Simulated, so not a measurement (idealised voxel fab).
Process module heading - voxel fin reveal
It is cross-section cut that appears here, measuring 270 nm in width, its square cells being 5 nm in size.
Cross-section = grid of square cells, listed top down in bands; band = one or more rows.
Basically the band line says how high the top is and how high the bottom is, in nm, and then what's in it from left to right, every material with its width in nm. Empty space shows up as "blank", and if a single material carries "full width" it runs the full band edge to edge.
The reference from which all heights are counted is 0, the level beneath which the as-received wafer is entirely one material; the lowest band, having no lower bound, proceeds downward and is written after the example "0 -> down".
A width such as "30 to 40" changes by the same amount from each row of cells to the next, from the band's top row to its bottom row.
"nothing was modified" means the step left every cell of the cross-section as it was.
This entry, "Cavities, closed", enumerates those empty regions of no fewer than 8 cells that possess no open connection to the top. Each region is reported in the form width x height at distance, the distance being taken from the left edge, with all three quantities expressed in nm.
Heads up: the bit after the settings on a step's line is the simulator's remark on that step.
overlay nm: right-of-plan distance of the mask on a masked step; negative values mean left-of-plan.
Plan:
1 RECEIVE with material Si
2 CONFORMAL_DEP with material SiN, thk nm 10
3 PATTERN with tone cover, mask id FINS, material resist, width nm 15, pitch nm 45, thk nm 20, overlay nm 0
4 DIRECTIONAL_ETCH with etch materials SiN, depth nm 10
5 DIRECTIONAL_ETCH with etch materials Si, depth nm 40
6 STRIP with etch materials resist
7 OXIDIZE with depth nm 5
8 FILL_DEP with material SiO2, thk nm 15
9 CMP with height nm 10
10 SELECTIVE_ETCH with etch materials SiO2, depth nm 40
11 STRIP with etch materials SiN
12 CONFORMAL_DEP with material SiO2, thk nm 5
This is the cross-section of the wafer as we received it, i.e. after step 1:
> 0 -> down = Si full width
> Cavities, closed: none
Final wafer profile in cross-section after the module, from the same start and plan as above, with one mistake made during processing:
> 5 -> 0 = 105 nm blank  20 nm SiO2  25 nm blank  20 nm SiO2  100 nm blank
> 0 -> -25 = 105 nm blank  5 nm SiO2  10 nm Si  5 nm SiO2  25 nm blank  5 nm SiO2  10 nm Si  5 nm SiO2  100 nm blank
> -25 -> -45 = 110 nm SiO2  10 nm Si  35 nm SiO2  10 nm Si  105 nm SiO2
> -45 -> down = Si full width
> Cavities, closed: none
Finding, execution versus plan: step 3 deviated from plan and actually ran as PATTERN with tone cover, mask id FINS, material resist, width nm 20, pitch nm 45, thk nm 20, overlay nm 0
